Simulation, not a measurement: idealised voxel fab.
Title: Process Module voxel tone inversion
FYI the section here is cut, 200 nm wide, cells are 5 nm squares.
Cross-section layout: square cells on a grid; listed as bands, top to bottom; a band spans one or more cell rows.
Look at the band entry: it leads with the top's height and the bottom's height in nm. Then it lists the materials left to right, with a width in nm for each. The word "throughout" on a single material says that material fills the band edge to edge. The word "empty" is empty space.
Heights are measured from 0, the level below which the as-received wafer is all one material; the lowest band has no bottom and continues downward, written as in "from 0 down".
Think of "30..40" as a width that walks from the first number to the second as you go down the band, top row to bottom row, taking equal-sized steps from row to row.
The cross-section has no changed cell in any step marked "all unchanged".
The entry titled "Closed void list" provides the empty spaces that have no open way to the top, restricted to those of 8 cells or more. Each is presented as width x height at distance, the distance being measured from the left edge, with all three in nm.
Past the settings on a step's line: simulator remark, on that step.
Regarding "overlay nm": on a step with a mask, it is the distance the mask lay to the right of its planned place; a negative value places it to the left.
INTENDED PROCESS STEPS
1. op RECEIVE | material Si
2. op CONFORMAL_DEP | material SiCN | thk nm 10
3. op DIRECTIONAL_DEP | material polySi | thk nm 15
4. op PATTERN | tone cover | mask id POSTS | material resist | width nm 25 | pitch nm 55 | thk nm 25 | overlay nm 0
5. op DIRECTIONAL_ETCH | etch materials polySi | depth nm 15
6. op STRIP | etch materials resist
7. op FILL_DEP | material lowk | thk nm 5
8. op CMP | height nm 25
9. op STRIP | etch materials polySi
10. op CONFORMAL_DEP | material TiN | thk nm 5
11. op FILL_DEP | material Ru | thk nm 10
12. op CMP | height nm 25
13. op CONFORMAL_DEP | material SiN | thk nm 5
STEP 1 COMPLETE: CROSS-SECTION OF THE WAFER AS RECEIVED
	from 0 down  Si throughout
	Closed void list: none
THE MODULE WAS RUN FROM THE START SHOWN ABOVE USING THE PLAN SHOWN ABOVE, BUT ONE MISTAKE WAS MADE DOING IT; THE RESULTING WAFER CROSS-SECTION IS BELOW
	from 30 to 25  SiN throughout
	from 25 to 15  lowk=30; TiN=5; Ru=20; TiN=5; lowk=25; TiN=5; Ru=20; TiN=5; lowk=25; TiN=5; Ru=20; TiN=5; lowk=30
	from 15 to 10  lowk=30; TiN=30; lowk=25; TiN=30; lowk=25; TiN=30; lowk=30
	from 10 to 0  SiCN throughout
	from 0 down  Si throughout
	Closed void list: none
It is concluded that the wafer was processed incorrectly with respect to the plan, in that step 4 ran with different settings than intended, the actual operation and settings being op PATTERN | tone cover | mask id POSTS | material resist | width nm 30 | pitch nm 55 | thk nm 25 | overlay nm 0
